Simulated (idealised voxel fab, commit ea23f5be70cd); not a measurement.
The following process module bears the name voxel transistor to metal.
Section cut is 290 nm wide and gridded with 5 nm square cells.
We lay out every cross-section as a grid of square cells and spell it out in bands from the top down, where one band means one or more rows of cells. Band: top height; bottom height; in nm. Then, left to right: material with width in nm, for each material. "throughout": a single material spanning edge to edge. "blank": empty space. Heights from 0 (as-received wafer is one material below). Bottom band endless downward, as "z 0 and below". Graded width ("30->40"): value in top row of band = first number; value in bottom row = second number; row-to-row change constant. "remains unaltered" (step): cross-section cells unchanged, all of them. Basically, "Fully closed voids" tells you about the enclosed voids: empty spaces with no open way to the top, 8 cells or bigger, each written width x height at distance, where distance is from the left edge, all in nm. Note: text after step settings on the step line = simulator remark on that step. overlay nm: how far to the right of its planned place the mask lay on this masked step (negative: to the left).

Steps in the process plan:
| 1 | RECEIVE | material Si |
| 2 | CONFORMAL_DEP | material SiO2 | thk nm 5 |
| 3 | CONFORMAL_DEP | material SiN | thk nm 10 |
| 4 | MASKED_ETCH | tone cover | mask id ACTIVE | width nm 115 | pitch nm 135 | etch materials SiN | depth nm 10 | overlay nm 0 |
| 5 | MASKED_ETCH | tone cover | mask id ACTIVE | width nm 115 | pitch nm 135 | etch materials SiO2 | depth nm 5 | overlay nm 0 |
| 6 | MASKED_ETCH | tone cover | mask id ACTIVE | width nm 105 | pitch nm 135 | etch materials Si | depth nm 30 | overlay nm 0 |
| 7 | FILL_DEP | material SiO2 | thk nm 5 |
| 8 | CMP | height nm 15 |
| 9 | SELECTIVE_ETCH | etch materials SiO2 | depth nm 5 |
| 10 | STRIP | etch materials SiN |
| 11 | SELECTIVE_ETCH | etch materials SiO2 | depth nm 5 |
| 12 | OXIDIZE | depth nm 5 |
| 13 | DIRECTIONAL_DEP | material polySi | thk nm 30 |
| 14 | DIRECTIONAL_DEP | material SiCN | thk nm 10 |
| 15 | PATTERN | tone cover | mask id GATE | material resist | width nm 35 | pitch nm 135 | thk nm 20 | overlay nm 0 |
| 16 | DIRECTIONAL_ETCH | etch materials SiCN | depth nm 20 |
| 17 | DIRECTIONAL_ETCH | etch materials polySi | depth nm 40 |
| 18 | STRIP | etch materials resist |
| 19 | CONFORMAL_DEP | material SiO2 | thk nm 5 |
| 20 | DIRECTIONAL_ETCH | etch materials SiO2 | depth nm 5 |
| 21 | CONFORMAL_DEP | material SiN | thk nm 10 |
| 22 | DIRECTIONAL_ETCH | etch materials SiN | depth nm 10 |
| 23 | DIRECTIONAL_ETCH | etch materials SiO2 | depth nm 5 |
| 24 | EPI | material SiGe | thk nm 5 |
| 25 | FILL_DEP | material SiO2 | thk nm 10 |
| 26 | CMP | height nm 30 |
| 27 | STRIP | etch materials polySi |
| 28 | SELECTIVE_ETCH | etch materials SiO2 | depth nm 5 |
| 29 | CONFORMAL_DEP | material HfO2 | thk nm 5 |
| 30 | CONFORMAL_DEP | material TiN | thk nm 5 |
| 31 | FILL_DEP | material W | thk nm 10 |
| 32 | CMP | height nm 25 |
| 33 | DIRECTIONAL_DEP | material SiO2 | thk nm 15 |
| 34 | PATTERN | tone open | mask id CONTACT | material resist | width nm 15 | thk nm 15 | overlay nm 0 |
| 35 | DIRECTIONAL_ETCH | etch materials SiO2 | depth nm 40 |
| 36 | STRIP | etch materials resist |
| 37 | CONFORMAL_DEP | material TiN | thk nm 5 |
| 38 | FILL_DEP | material Ru | thk nm 5 |
| 39 | CMP | height nm 40 |
| 40 | DIRECTIONAL_DEP | material TiN | thk nm 5 |
| 41 | DIRECTIONAL_DEP | material Ru | thk nm 15 |
| 42 | MASKED_ETCH | tone cover | mask id METAL_1 | width nm 15 | etch materials Ru | depth nm 15 | overlay nm 0 |
| 43 | MASKED_ETCH | tone cover | mask id METAL_1 | width nm 15 | etch materials TiN | depth nm 5 | overlay nm 0 |
| 44 | FILL_DEP | material lowk | thk nm 10 |
| 45 | CMP | height nm 60 |
| 46 | CONFORMAL_DEP | material SiN | thk nm 5 |
Keep in mind the plan's value for the width nm of step 6 comes from the first wafer; the wafers don't share that setting, but they do share the same starting point.

The first of several wafers in cross-section, exactly as it reached us after step 1:
> z 0 and below  Si throughout
> Fully closed voids: none

Where each wafer stands at the end of the module, a row apiece: cells of each material gained (+) or lost (-) since it was received, then closed voids:
width nm 105; +38 HfO2; +60 Ru; -118 Si; +12 SiGe; +106 SiN; +322 SiO2; +110 TiN; +40 W; +184 lowk; Fully closed voids: none
width nm 110; +38 HfO2; +60 Ru; -118 Si; +12 SiGe; +106 SiN; +322 SiO2; +110 TiN; +40 W; +184 lowk; Fully closed voids: none
width nm 115; +38 HfO2; +60 Ru; -118 Si; +12 SiGe; +106 SiN; +322 SiO2; +110 TiN; +40 W; +184 lowk; Fully closed voids: none
width nm 120; +38 HfO2; +60 Ru; -108 Si; +12 SiGe; +106 SiN; +312 SiO2; +110 TiN; +40 W; +184 lowk; Fully closed voids: none
